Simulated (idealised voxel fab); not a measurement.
Process module in this document: voxel local oxidation
Square cells of 5 nm make up the cross-section cut, whose width is 220 nm.
How to read a cross-section here: the picture is a grid of square cells, written as bands going from the top down, and any band can span one or more rows of cells. First you get the band's top height and its bottom height, in nm, and then the materials it's made of, left to right, with each width in nm. If you see a single material with "throughout", that one covers the band edge to edge. "blank" is empty space. Ref level 0: as-received wafer is one material below here. Bottom band extends down with no lower bound ("0 -> down"). Width "30..40": first value at the band's top row of cells, second value at its bottom row, equal change from row to row. Take "same as before" at face value: in the step it is given for, the cross-section changed in none of its cells. Basically, "Closed voids list" tells you about the enclosed voids: empty spaces with no open way to the top, 8 cells or bigger, each written width x height at distance, where distance is from the left edge, all in nm. after a step's settings: what the simulator itself notes on the step. The line of a step may include "overlay nm". On a step with a mask, this value is how far to the right of its planned place the mask lay. A negative value means the mask lay to the left.
### This section lists the process steps that were planned
1. RECEIVE,material Si
2. CONFORMAL_DEP,material SiO2,thk nm 5
3. CONFORMAL_DEP,material SiN,thk nm 10
4. MASKED_ETCH,tone cover,mask id ACTIVE,width nm 95,etch materials SiN,depth nm 10,overlay nm 0
5. SELECTIVE_ETCH,etch materials SiO2,depth nm 5
6. OXIDIZE,depth nm 15
7. STRIP,etch materials SiN
### Cross-section: wafer on arrival = after step 1
	0 -> down  Si throughout
	Closed voids list: none
### Cross-sectional view of the first of the two wafers upon completion of the module, processed in accordance with the plan
	5 -> 0  blank: 65 | SiO2: 85 | blank: 70
	0 -> -15  SiO2: 80 | Si: 55 | SiO2: 85
	-15 -> down  Si throughout
	Closed voids list: none
### The second wafer, shown in cross-section after the module: started the same way as the first and given the same plan, yet one mistake crept into how it was run
	5 -> 0  SiO2: 55 | blank: 105 | SiO2: 60
	0 -> -15  Si: 40 | SiO2: 135 | Si: 45
	-15 -> down  Si throughout
	Closed voids list: none
Nonconformance to the process plan: not per plan at step 4, really ran MASKED_ETCH,tone open,mask id ACTIVE,width nm 95,etch materials SiN,depth nm 10,overlay nm 0
Final difference in cells, second wafer against first, listed per material as more or fewer: Si +18 | SiO2 -12
